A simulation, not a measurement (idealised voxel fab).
process module | voxel lift off
cross-section cut | 180 nm wide | cells 5 nm
A cross-section is a grid of square cells, given in bands from the top down. A band is one or more rows of cells.
Each band's line starts with the height of the band's top and of its bottom, in nm. Then come its materials from left to right, each with its width in nm. One material with "throughout" fills the band from edge to edge. "air" is empty space.
Height 0 is the level under which the wafer as received is all one material. The lowest band goes on downwards, as in "0 down".
A width such as "30 to 40" changes by the same amount from each row of cells to the next, from the band's top row to its bottom row.
"no change" after a step means that no cell of the cross-section changed.
closed voids: empty space of 8 cells or more with no open way to the top, each as width x height at its distance from the left edge, in nm
after a step's settings: what the simulator itself notes on the step
overlay nm, on a step with a mask: how far to the right of its planned place the mask lay; to the left if negative
plan
1 op RECEIVE | material Si
2 op CONFORMAL_DEP | material SiN | thk nm 5
3 op PATTERN | tone open | mask id LINES | material resist | width nm 30 | pitch nm 45 | thk nm 20 | overlay nm 0
4 op DIRECTIONAL_DEP | material Ru | thk nm 10
5 op STRIP | etch materials resist
6 op CONFORMAL_DEP | material SiCN | thk nm 5
first wafer, as planned
as received, after step 1
  0 down: Si throughout
  closed voids: none
after step 2
  5 to 0: SiN throughout
  below 0: unchanged
after step 3
  25 to 5: resist 30 | air 30 | resist 15 | air 30 | resist 15 | air 30 | resist 30
  below 5: unchanged
after step 4
  35 to 25: Ru 30 | air 30 | Ru 15 | air 30 | Ru 15 | air 30 | Ru 30
  25 to 15: resist 30 | air 30 | resist 15 | air 30 | resist 15 | air 30 | resist 30
  15 to 5: resist 30 | Ru 30 | resist 15 | Ru 30 | resist 15 | Ru 30 | resist 30
  below 5: unchanged
after step 5
  15 to 5: air 30 | Ru 30 | air 15 | Ru 30 | air 15 | Ru 30 | air 30
  below 5: unchanged
after step 6
  20 to 15: air 25 | SiCN 40 | air 5 | SiCN 40 | air 5 | SiCN 40 | air 25
  15 to 10: air 25 | SiCN 5 | Ru 30 | SiCN 5 | air 5 | SiCN 5 | Ru 30 | SiCN 5 | air 5 | SiCN 5 | Ru 30 | SiCN 5 | air 25
  10 to 5: SiCN 30 | Ru 30 | SiCN 15 | Ru 30 | SiCN 15 | Ru 30 | SiCN 30
  below 5: unchanged
second wafer: like start, like plan, one mistake. Through step 4 it matches the first wafer
when step 5 should have ended
  15 to 5: air 30 | Ru 30 | air 15 | Ru 30 | air 15 | Ru 30 | air 30
  below 5: unchanged
when step 6 should have ended
  20 to 15: air 25 | SiCN 40 | air 5 | SiCN 40 | air 5 | SiCN 40 | air 25
  15 to 10: air 25 | SiCN 5 | Ru 30 | SiCN 5 | air 5 | SiCN 5 | Ru 30 | SiCN 5 | air 5 | SiCN 5 | Ru 30 | SiCN 5 | air 25
  10 to 5: SiCN 30 | Ru 30 | SiCN 15 | Ru 30 | SiCN 15 | Ru 30 | SiCN 30
  below 5: unchanged
what went wrong: step 5 was run twice
at the end the two cross-sections are the same: no effect in what this model computes
